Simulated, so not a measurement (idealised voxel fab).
Proc. module: voxel self aligned contacts
The cross-section shown here is cut; it is 250 nm wide and divided into square cells measuring 5 nm on a side.
Each cross-section below is a grid of square cells, stated as bands in top-down order, with one or more rows of cells making up each band. Quick guide to a band line: top height, bottom height (nm) up front; then every material left to right with its width in nm. Only one material and it's marked "all across"? Then it fills the band edge to edge. And "empty" just means empty space. For the purposes of this specification, 0 denotes the height below which the wafer in its as-received condition is composed wholly of one material, and the lowermost band, lacking a lower limit, extends downward without end, as expressed in "0 down". So if you see something like "30..40" for the width, read it as the top row of the band sitting at the first number and the bottom row at the second, with every row in between moving by the same amount as the last. When a step is marked "no change", none of the cells in the cross-section changed during that step. What "Closed empty spaces" gives you is every empty space of 8 cells or more that is cut off from the top. Each appears as width x height at distance, with the distance taken from the left edge and width, height and distance all in nm. Anything after a step's settings on that line? It's the simulator's own note about the step. overlay nm: mask offset rightward from planned place, masked step; negative means leftward offset.
-- Listed below are the process steps as planned
- 1: RECEIVE (material Si)
- 2: OXIDIZE (depth nm 5)
- 3: DIRECTIONAL_DEP (material polySi; thk nm 25)
- 4: DIRECTIONAL_DEP (material SiN; thk nm 15)
- 5: PATTERN (tone cover; mask id GATE; material resist; width nm 25; pitch nm 60; thk nm 20; overlay nm 0)
- 6: DIRECTIONAL_ETCH (etch materials SiN; depth nm 15)
- 7: DIRECTIONAL_ETCH (etch materials polySi; depth nm 25)
- 8: STRIP (etch materials resist)
- 9: CONFORMAL_DEP (material SiN; thk nm 5)
- 10: DIRECTIONAL_ETCH (etch materials SiN; depth nm 5)
- 11: FILL_DEP (material SiO2; thk nm 20)
- 12: CMP (height nm 50)
- 13: DIRECTIONAL_DEP (material aC; thk nm 10)
- 14: PATTERN (tone open; mask id CONTACT; material resist; width nm 45; thk nm 30; overlay nm 0)
- 15: DIRECTIONAL_ETCH (etch materials aC; depth nm 10)
- 16: STRIP (etch materials resist)
- 17: DIRECTIONAL_ETCH (etch materials SiO2; depth nm 55)
- 18: STRIP (etch materials aC)
- 19: CONFORMAL_DEP (material TiN; thk nm 5)
- 20: FILL_DEP (material W; thk nm 5)
- 21: CMP (height nm 50)
- 22: CONFORMAL_DEP (material SiN; thk nm 5)
Heads up: all these wafers start the same, and what changes between them is the width nm in step 5. The value you see in the plan is just what the first wafer got.
-- As-received cross-section, first of several wafers, post step 1
> 0 down = Si all across
> Closed empty spaces: none
-- Basically each wafer gets a line in the table, showing it at the end of the module: material by material, the cells it gained (+) or lost (-) since we got it, then its closed voids
width nm 25; -50 Si; +112 SiN; +375 SiO2; +29 TiN; +34 W; +50 polySi; Closed empty spaces: none
width nm 30; -50 Si; +118 SiN; +368 SiO2; +29 TiN; +25 W; +60 polySi; Closed empty spaces: none
width nm 35; -50 Si; +124 SiN; +361 SiO2; +29 TiN; +16 W; +70 polySi; Closed empty spaces: none
width nm 40; -50 Si; +130 SiN; +354 SiO2; +29 TiN; +7 W; +80 polySi; Closed empty spaces: none
width nm 45; -50 Si; +136 SiN; +347 SiO2; +20 TiN; +7 W; +90 polySi; Closed empty spaces: none
